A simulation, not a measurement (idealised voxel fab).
The following process module bears the name voxel ribs on slabs.
Section shown: cut. Width: 200 nm. Cell size: 5 nm, square.
Think of the cross-section as a grid of square cells. We describe it in bands, top to bottom, and each band covers one or more rows of those cells.
Band entry format. Leading values: height of top, height of bottom, nm. Remainder: materials in left-to-right order, each with its width in nm. Special words: "everywhere" on a single material, which then fills the band edge to edge; "empty", empty space.
Counting heights begins at 0, where everything beneath is, in the wafer as received, one material. The lowest band has no bottom; it goes on downwards, as "z 0 and below" shows.
The expression "30->40" gives the width at the extremes of the band, the first number at its top row of cells and the second at its bottom row, with the width changing by equal amounts from each row to the next in between.
A step reported as "changes: none" is a step in which no cell of the cross-section changed.
Voids not open to the top, 8 cells minimum: see "Completely enclosed voids". Written width x height at distance; distance is from the left edge; nm.
That trailing text on a step's line, after the settings, is the simulator's own remark on the step.
When a step includes a mask, the "overlay nm" setting on its line states how far to the right of its planned place that mask lay, and negative values state how far to the left.
**Planned step list for the process**
1 RECEIVE, material Si
2 DIRECTIONAL_DEP, material SiO2, thk nm 25
3 DIRECTIONAL_DEP, material SiN, thk nm 20
4 DIRECTIONAL_DEP, material aC, thk nm 10
5 PATTERN, tone cover, mask id RIB, material resist, width nm 20, thk nm 30, overlay nm 0
6 DIRECTIONAL_ETCH, etch materials aC, depth nm 10
7 STRIP, etch materials resist
8 DIRECTIONAL_ETCH, etch materials SiN, depth nm 10
9 STRIP, etch materials aC
10 PATTERN, tone cover, mask id SLAB, material resist, width nm 80, thk nm 15, overlay nm 0
11 DIRECTIONAL_ETCH, etch materials SiN, depth nm 10
12 STRIP, etch materials resist
13 FILL_DEP, material SiO2, thk nm 25
14 CMP, height nm 65
15 DIRECTIONAL_DEP, material W, thk nm 10
16 PATTERN, tone cover, mask id HEATER, material resist, width nm 30, thk nm 20, overlay nm 0
17 DIRECTIONAL_ETCH, etch materials W, depth nm 10
18 STRIP, etch materials resist
19 CONFORMAL_DEP, material SiN, thk nm 5
**Shown in cross-section is the wafer as received, that is, as it stands after step 1**
> z 0 and below  Si everywhere
> Completely enclosed voids: none
**Final cross-section, module run with one mistake (start and plan as above)**
> z 80 to 75  empty: 75; SiN: 50; empty: 75
> z 75 to 70  empty: 75; SiN: 5; W: 40; SiN: 5; empty: 75
> z 70 to 65  SiN: 80; W: 40; SiN: 80
> z 65 to 45  SiO2 everywhere
> z 45 to 35  SiO2: 90; SiN: 20; SiO2: 90
> z 35 to 25  SiO2: 60; SiN: 80; SiO2: 60
> z 25 to 0  SiO2 everywhere
> z 0 and below  Si everywhere
> Completely enclosed voids: none
The plan and the run diverged here: for step 16, the planned setting was not used; the step was instead run as PATTERN, tone cover, mask id HEATER, material resist, width nm 40, thk nm 20, overlay nm 0
